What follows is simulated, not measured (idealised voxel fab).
Process module heading - voxel ribs on slabs
In the cross-section labelled cut, the width is 270 nm and each square cell is 5 nm.
The cross-sections in this document take the form of a grid made of square cells. They are written out as bands, in order from top to bottom. Each band consists of one or more rows of cells.
Within each band entry, the heights of the top and of the bottom of the band appear first, in that order and in nm; the materials of the band then follow from left to right, each with its corresponding width in nm. The designation "full width" on a single material indicates that it fills the band from edge to edge; the designation "air" indicates empty space.
Beneath 0, the wafer as received is one material, and that level is where height counting begins. The lowest band goes on downward without a bottom; it is written like "0 and below".
Width "30..40": first value at the band's top row of cells, second value at its bottom row, equal change from row to row.
"nothing got changed" after a step means that no cell of the cross-section changed.
The entry "Encapsulated voids" lists the empty spaces that cover at least 8 cells and have no open path to the top. Each is written as width x height at distance, where the distance is measured from the left edge and all three values are in nm.
If you see something after the settings on a step's line, that's the simulator's own remark about that step.
You can add "overlay nm" to a step's line. For a step with a mask, it describes how far the mask lay to the right of its planned position, and a negative number describes a lay to the left.

Process steps foreseen in the plan
1. RECEIVE (material Si)
2. DIRECTIONAL_DEP (material SiO2; thk nm 30)
3. DIRECTIONAL_DEP (material polySi; thk nm 20)
4. PATTERN (tone cover; mask id RIB; material resist; width nm 30; thk nm 20; overlay nm 0)
5. DIRECTIONAL_ETCH (etch materials polySi; depth nm 10)
6. STRIP (etch materials resist)
7. MASKED_ETCH (tone cover; mask id SLAB; width nm 60; etch materials polySi; depth nm 10; overlay nm 0)
8. FILL_DEP (material SiO2; thk nm 20)
9. CMP (height nm 60)
10. DIRECTIONAL_DEP (material W; thk nm 5)
11. MASKED_ETCH (tone cover; mask id HEATER; width nm 40; etch materials W; depth nm 5; overlay nm 0)
12. CONFORMAL_DEP (material SiO2; thk nm 5)

Wafer as received: cross-section following step 1
  0 and below = Si full width
  Encapsulated voids: none

The module was run from the start shown above using the plan shown above, but one mistake was made doing it; the resulting wafer cross-section is below
  70 down to 65 = 110 nm air, 50 nm SiO2, 110 nm air
  65 down to 60 = 115 nm SiO2, 40 nm W, 115 nm SiO2
  60 down to 20 = SiO2 full width
  20 down to 0 = polySi full width
  0 and below = Si full width
  Encapsulated voids: none
Diagnosis: steps 2 and 3 of the plan were each performed in the slot designated for the other
